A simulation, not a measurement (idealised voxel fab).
process module | voxel capacitor over wiring
cross-section cut | 140 nm wide | cells 5 nm
A cross-section is a grid of square cells, given in bands from the top down. A band is one or more rows of cells.
Each band's line starts with the height of the band's top and of its bottom, in nm. Then come its materials from left to right, each with its width in nm. One material with "throughout" fills the band from edge to edge. "air" is empty space.
Height 0 is the level under which the wafer as received is all one material. The lowest band goes on downwards, as in "0 down".
A width such as "30 to 40" changes by the same amount from each row of cells to the next, from the band's top row to its bottom row.
"no change" after a step means that no cell of the cross-section changed.
closed voids: empty space of 8 cells or more with no open way to the top, each as width x height at its distance from the left edge, in nm
after a step's settings: what the simulator itself notes on the step
overlay nm, on a step with a mask: how far to the right of its planned place the mask lay; to the left if negative
plan
1 op RECEIVE | material Si
2 op CONFORMAL_DEP | material SiO2 | thk nm 15
3 op DIRECTIONAL_DEP | material TiN | thk nm 5
4 op DIRECTIONAL_DEP | material W | thk nm 20
5 op MASKED_ETCH | tone cover | mask id METAL_1 | width nm 20 | pitch nm 80 | etch materials W | depth nm 20 | overlay nm 0
6 op MASKED_ETCH | tone cover | mask id METAL_1 | width nm 20 | pitch nm 80 | etch materials TiN | depth nm 5 | overlay nm 0
7 op FILL_DEP | material lowk | thk nm 10
8 op CMP | height nm 40
9 op CONFORMAL_DEP | material SiCN | thk nm 5
10 op DIRECTIONAL_DEP | material lowk | thk nm 10
11 op PATTERN | tone open | mask id PLUG_1 | material resist | width nm 15 | thk nm 20 | overlay nm 0
12 op DIRECTIONAL_ETCH | etch materials lowk | depth nm 10
13 op DIRECTIONAL_ETCH | etch materials SiCN | depth nm 5
14 op STRIP | etch materials resist
15 op CONFORMAL_DEP | material TiN | thk nm 5
16 op FILL_DEP | material Cu | thk nm 10
17 op CMP | height nm 55
18 op DIRECTIONAL_DEP | material TiN | thk nm 10
19 op DIRECTIONAL_DEP | material Al2O3 | thk nm 5
20 op DIRECTIONAL_DEP | material TiN | thk nm 10
21 op PATTERN | tone cover | mask id UPPER_PLATE | material resist | width nm 65 | thk nm 20 | overlay nm 0
22 op DIRECTIONAL_ETCH | etch materials TiN | depth nm 10
23 op DIRECTIONAL_ETCH | etch materials Al2O3 | depth nm 5
24 op STRIP | etch materials resist
25 op PATTERN | tone cover | mask id LOWER_PLATE | material resist | width nm 75 | thk nm 20 | overlay nm 0
26 op DIRECTIONAL_ETCH | etch materials TiN | depth nm 10
27 op STRIP | etch materials resist
28 op FILL_DEP | material SiO2 | thk nm 20
29 op CMP | height nm 95
30 op MASKED_ETCH | tone open | mask id PLUG_2 | width nm 15 | etch materials SiO2 | depth nm 15 | overlay nm 0
31 op CONFORMAL_DEP | material TiN | thk nm 5
32 op FILL_DEP | material Ru | thk nm 10
33 op CMP | height nm 95
34 op CONFORMAL_DEP | material SiCN | thk nm 5
as received, after step 1
  0 down: Si throughout
  closed voids: none
first wafer at the end, as planned
  100 to 95: SiCN throughout
  95 to 85: SiO2 35 | TiN 5 | Ru 5 | TiN 5 | SiO2 90
  85 to 80: SiO2 35 | TiN 15 | SiO2 90
  80 to 70: SiO2 25 | TiN 65 | SiO2 50
  70 to 65: SiO2 25 | Al2O3 65 | SiO2 50
  65 to 55: SiO2 20 | TiN 75 | SiO2 45
  55 to 45: lowk 25 | TiN 5 | Cu 5 | TiN 5 | lowk 100
  45 to 40: SiCN 25 | TiN 15 | SiCN 100
  40 to 20: lowk 20 | W 20 | lowk 60 | W 20 | lowk 20
  20 to 15: lowk 20 | TiN 20 | lowk 60 | TiN 20 | lowk 20
  15 to 0: SiO2 throughout
  0 down: Si throughout
  closed voids: none
second wafer at the end: like start, like plan, one mistake
  100 to 95: SiCN throughout
  95 to 85: SiO2 35 | TiN 5 | Ru 5 | TiN 5 | SiO2 90
  85 to 80: SiO2 35 | TiN 15 | SiO2 90
  80 to 70: SiO2 25 | TiN 65 | SiO2 50
  70 to 65: SiO2 25 | Al2O3 65 | SiO2 50
  65 to 55: SiO2 20 | TiN 75 | SiO2 45
  55 to 45: lowk 25 | TiN 5 | Cu 5 | TiN 5 | lowk 100
  45 to 40: SiCN 25 | TiN 15 | SiCN 100
  40 to 35: lowk 20 | W 20 | lowk 60 | W 20 | lowk 20
  35 to 30: lowk 20 | TiN 20 | lowk 60 | TiN 20 | lowk 20
  30 to 0: SiO2 throughout
  0 down: Si throughout
  closed voids: none
what went wrong: step 2 was run twice
at the end the second wafer has, in cells: 84 more of SiO2 | 24 fewer of W | 60 fewer of lowk
